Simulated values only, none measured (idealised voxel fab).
Proc. module: voxel tone inversion
Cross-section cut spans 290 nm and uses square cells 5 nm in size.
Format of a cross-section: grid, square cells. Given as bands. Order: top down. Band: one or more rows of cells.
In this notation a band is specified by the heights of its top and bottom, in that order and in nm, after which its materials appear from left to right, each paired with its width in nm. The word "edge to edge" attached to a single material means that material fills the band from edge to edge; the word "blank" stands for empty space.
Heads up on the height convention: 0 is the point under which the incoming wafer is all one material, and the lowest band has no bottom, it just keeps going down, like "z 0 and below".
Note: "30->40" means the width goes from the first number (top row of the band) to the second number (bottom row) in equal steps per row of cells.
For the purposes of this document, the phrase "changes: none" attached to a step denotes that no cell within the cross-section was modified by that step.
Closed empty spaces (no open way to the top) of 8 cells or more are what "Closed voids list" lists, each as width x height at distance from the left edge, nm for all three.
Anything after a step's settings on that line? It's the simulator's own note about the step.
On any step carrying a mask, the "overlay nm" setting, if present on the step's line, tells how far right of its planned place the mask lay; negative values point to the left.

[Here's what the planned process steps look like]
1 op RECEIVE | material Si
2 op CONFORMAL_DEP | material SiCN | thk nm 5
3 op DIRECTIONAL_DEP | material aC | thk nm 15
4 op PATTERN | tone cover | mask id POSTS | material resist | width nm 15 | pitch nm 45 | thk nm 20 | overlay nm 0
5 op DIRECTIONAL_ETCH | etch materials aC | depth nm 15
6 op STRIP | etch materials resist
7 op FILL_DEP | material SiO2 | thk nm 10
8 op CMP | height nm 20
9 op STRIP | etch materials aC

[As-received state of the wafer in cross-section, equivalent to post-step 1]
* z 0 and below: Si edge to edge
* Closed voids list: none

[Starting structure and process plan are as shown above, but one mistake was made in running the module; the wafer cross-section at the end of the module follows]
* z 20 to 5: 115 of blank, then 15 of SiO2, then 30 of blank, then 15 of SiO2, then 115 of blank
* z 5 to 0: SiCN edge to edge
* z 0 and below: Si edge to edge
* Closed voids list: none
what went wrong: step 4 did not use the planned setting and instead ran as op PATTERN | tone open | mask id POSTS | material resist | width nm 15 | pitch nm 45 | thk nm 20 | overlay nm 0
